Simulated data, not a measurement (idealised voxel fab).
Name of the process module below: voxel gate over fins
Shown is cross-section cut, with a width of 255 nm and square cells of size 5 nm.
Cross-section layout: square cells on a grid; listed as bands, top to bottom; a band spans one or more cell rows.
What a band's entry tells you: where the top is and where the bottom is, as heights in nm, and after that what lies inside, material by material from left to right, each with its width in nm. Empty space is written as the word "empty", and a single material marked with the word "everywhere" occupies the band from edge to edge.
Heights are measured from 0, the level below which the as-received wafer is all one material; the lowest band has no bottom and continues downward, written as in "0 nm and below".
The two numbers in a width such as "30..40" mark its ends across the band: the first belongs to the top row of cells, the second to the bottom row, and from each row to the next the width moves by the same amount.
Step marked "same as before"? Then no cell in the cross-section changed in it.
Empty spaces counting at least 8 cells and having no open way to the top are listed in "Enclosed cavity list". The notation width x height at distance is used for each, the distance being from the left edge and all three values in nm.
What comes after the settings on a step's line is commentary from the simulator itself on that step.
The line of a step may include "overlay nm". On a step with a mask, this value is how far to the right of its planned place the mask lay. A negative value means the mask lay to the left.

Process steps - plan:
1: RECEIVE (material Si)
2: CONFORMAL_DEP (material SiN; thk nm 10)
3: DIRECTIONAL_DEP (material aC; thk nm 10)
4: PATTERN (tone cover; mask id FINS; material resist; width nm 15; pitch nm 50; thk nm 30; overlay nm 0)
5: DIRECTIONAL_ETCH (etch materials aC; depth nm 10)
6: STRIP (etch materials resist)
7: DIRECTIONAL_ETCH (etch materials SiN; depth nm 10)
8: DIRECTIONAL_ETCH (etch materials Si; depth nm 35)
9: STRIP (etch materials aC)
10: OXIDIZE (depth nm 5)
11: FILL_DEP (material SiO2; thk nm 5)
12: CMP (height nm 10)
13: DIRECTIONAL_DEP (material aC; thk nm 15)
14: PATTERN (tone open; mask id RAIL; material resist; width nm 15; thk nm 35; overlay nm 0)
15: DIRECTIONAL_ETCH (etch materials aC; depth nm 15)
16: STRIP (etch materials resist)
17: DIRECTIONAL_ETCH (etch materials SiO2; depth nm 40)
18: STRIP (etch materials aC)
19: CONFORMAL_DEP (material TiN; thk nm 5)
20: FILL_DEP (material Ru; thk nm 10)
21: CMP (height nm 10)
22: SELECTIVE_ETCH (etch materials W Ru TiN; depth nm 35)
23: FILL_DEP (material SiO2; thk nm 5)
24: CMP (height nm 10)
25: SELECTIVE_ETCH (etch materials SiO2; depth nm 25)
26: STRIP (etch materials SiN)
27: CONFORMAL_DEP (material HfO2; thk nm 5)
28: CONFORMAL_DEP (material TiN; thk nm 5)
29: CONFORMAL_DEP (material TiAl; thk nm 5)
30: CONFORMAL_DEP (material TiN; thk nm 5)
31: FILL_DEP (material W; thk nm 10)
32: CMP (height nm 25)
33: CONFORMAL_DEP (material SiCN; thk nm 10)

Delivered wafer in cross-section: state after step 1:
- 0 nm and below = Si everywhere
- Enclosed cavity list: none

Starting wafer: above. Plan: above. Run: one mistake. Cross-section after the module: below:
- 35 nm to 25 nm = SiCN everywhere
- 25 nm to 20 nm = W everywhere
- 20 nm to 15 nm = 55 of W  45 of TiN  5 of W  45 of TiN  5 of W  45 of TiN  55 of W
- 15 nm to 10 nm = 55 of W  5 of TiN  35 of TiAl  5 of TiN  5 of W  5 of TiN  35 of TiAl  5 of TiN  5 of W  5 of TiN  35 of TiAl  5 of TiN  55 of W
- 10 nm to 5 nm = 55 of W  5 of TiN  5 of TiAl  25 of TiN  5 of TiAl  5 of TiN  5 of W  5 of TiN  5 of TiAl  25 of TiN  5 of TiAl  5 of TiN  5 of W  5 of TiN  5 of TiAl  25 of TiN  5 of TiAl  5 of TiN  55 of W
- 5 nm to 0 nm = 60 of TiN  5 of TiAl  5 of TiN  15 of HfO2  5 of TiN  5 of TiAl  15 of TiN  5 of TiAl  5 of TiN  15 of HfO2  5 of TiN  5 of TiAl  15 of TiN  5 of TiAl  5 of TiN  15 of HfO2  5 of TiN  5 of TiAl  60 of TiN
- 0 nm to -5 nm = 65 of TiAl  5 of TiN  5 of HfO2  5 of Si  5 of HfO2  5 of TiN  25 of TiAl  5 of TiN  5 of HfO2  5 of Si  5 of HfO2  5 of TiN  25 of TiAl  5 of TiN  5 of HfO2  5 of Si  5 of HfO2  5 of TiN  65 of TiAl
- -5 nm to -10 nm = 70 of TiN  5 of HfO2  5 of Si  5 of HfO2  35 of TiN  5 of HfO2  5 of Si  5 of HfO2  35 of TiN  5 of HfO2  5 of Si  5 of HfO2  70 of TiN
- -10 nm to -15 nm = 75 of HfO2  5 of Si  45 of HfO2  5 of Si  45 of HfO2  5 of Si  75 of HfO2
- -15 nm to -25 nm = 75 of SiO2  5 of Si  45 of SiO2  5 of Si  45 of SiO2  5 of Si  75 of SiO2
- -25 nm to -30 nm = 75 of SiO2  5 of Si  10 of SiO2  25 of TiN  10 of SiO2  5 of Si  45 of SiO2  5 of Si  75 of SiO2
- -30 nm to -40 nm = 75 of SiO2  5 of Si  45 of SiO2  5 of Si  45 of SiO2  5 of Si  75 of SiO2
- -40 nm and below = Si everywhere
- Enclosed cavity list: none
Want to know what went wrong? step 14 ran as: PATTERN (tone open; mask id RAIL; material resist; width nm 25; thk nm 35; overlay nm 0)
